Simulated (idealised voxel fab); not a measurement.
Herein follows the process module entitled voxel gate over fins.
145 nm wide, 5 nm square cells: that's cross-section cut.
Cross-section, as written here: a square-cell grid given band by band from the top down, where a band holds one or more rows of cells. Band: top and bottom heights (nm) first, top before bottom; then materials from left to right, widths in nm. "full width" marks a sole material filling the band edge to edge. "air" denotes empty space. Heads up on the height convention: 0 is the point under which the incoming wafer is all one material, and the lowest band has no bottom, it just keeps going down, like "0 down". Quick explanation for "30..40": the width changes in equal steps down the rows of cells, from the first number in the band's top row to the second number in its bottom row. The cross-section has no changed cell in any step marked "changes: none". Under "Entrapped void list" you'll find the enclosed gaps, the ones with no way out to the top, that are 8 cells or bigger; each reads width x height at distance, with distance counted from the left edge, everything in nm. If you see something after the settings on a step's line, that's the simulator's own remark about that step. "overlay nm", when on a step's line for a step with a mask, measures how far to the right of its planned place the mask lay; a negative measure means to the left.
[Steps planned for the process]
1: RECEIVE: material Si
2: CONFORMAL_DEP: material SiN, thk nm 5
3: PATTERN: tone cover, mask id FINS, material resist, width nm 15, pitch nm 50, thk nm 15, overlay nm 0
4: DIRECTIONAL_ETCH: etch materials SiN, depth nm 5
5: DIRECTIONAL_ETCH: etch materials Si, depth nm 40
6: STRIP: etch materials resist
7: FILL_DEP: material SiO2, thk nm 15
8: CMP: height nm 5
9: PATTERN: tone open, mask id RAIL, material resist, width nm 15, thk nm 15, overlay nm 0
10: DIRECTIONAL_ETCH: etch materials SiO2, depth nm 40
11: STRIP: etch materials resist
12: CONFORMAL_DEP: material TiN, thk nm 5
13: FILL_DEP: material Ru, thk nm 5
14: CMP: height nm 5
15: SELECTIVE_ETCH: etch materials W Ru TiN, depth nm 20
16: FILL_DEP: material SiO2, thk nm 5
17: CMP: height nm 5
18: SELECTIVE_ETCH: etch materials SiO2, depth nm 15
19: STRIP: etch materials SiN
20: CONFORMAL_DEP: material HfO2, thk nm 5
21: CONFORMAL_DEP: material TiN, thk nm 5
22: CONFORMAL_DEP: material TiAl, thk nm 5
23: CONFORMAL_DEP: material TiN, thk nm 5
24: FILL_DEP: material W, thk nm 15
25: CMP: height nm 30
26: CONFORMAL_DEP: material SiN, thk nm 10
[As-received state of the wafer in cross-section, equivalent to post-step 1]
> 0 down: Si full width
> Entrapped void list: none
[Final cross-section, module run with one mistake (start and plan as above)]
> 40 to 30: SiN full width
> 30 to 20: W full width
> 20 to 15: TiN full width
> 15 to 10: TiAl 45 nm / TiN 5 nm / TiAl 45 nm / TiN 5 nm / TiAl 45 nm
> 10 to 5: TiAl 5 nm / TiN 35 nm / TiAl 5 nm / TiN 5 nm / TiAl 5 nm / TiN 35 nm / TiAl 5 nm / TiN 5 nm / TiAl 5 nm / TiN 35 nm / TiAl 5 nm
> 5 to 0: TiAl 5 nm / TiN 5 nm / HfO2 25 nm / TiN 5 nm / TiAl 15 nm / TiN 5 nm / HfO2 25 nm / TiN 5 nm / TiAl 15 nm / TiN 5 nm / HfO2 25 nm / TiN 5 nm / TiAl 5 nm
> 0 to -5: TiN 10 nm / HfO2 5 nm / Si 15 nm / HfO2 5 nm / TiN 25 nm / HfO2 5 nm / Si 15 nm / HfO2 5 nm / TiN 25 nm / HfO2 5 nm / Si 15 nm / HfO2 5 nm / TiN 10 nm
> -5 to -10: HfO2 15 nm / Si 15 nm / HfO2 35 nm / Si 15 nm / HfO2 35 nm / Si 15 nm / HfO2 15 nm
> -10 to -15: SiO2 15 nm / Si 15 nm / SiO2 35 nm / Si 15 nm / SiO2 35 nm / Si 15 nm / SiO2 15 nm
> -15 to -30: SiO2 15 nm / Si 15 nm / SiO2 5 nm / TiN 5 nm / Ru 15 nm / TiN 5 nm / SiO2 5 nm / Si 15 nm / SiO2 35 nm / Si 15 nm / SiO2 15 nm
> -30 to -35: SiO2 15 nm / Si 15 nm / SiO2 5 nm / TiN 25 nm / SiO2 5 nm / Si 15 nm / SiO2 35 nm / Si 15 nm / SiO2 15 nm
> -35 to -40: SiO2 15 nm / Si 15 nm / SiO2 35 nm / Si 15 nm / SiO2 35 nm / Si 15 nm / SiO2 15 nm
> -40 down: Si full width
> Entrapped void list: none
The plan and the run diverged here: step 9 ran differently from the plan; actual operation with settings: PATTERN: tone open, mask id RAIL, material resist, width nm 25, thk nm 15, overlay nm 0
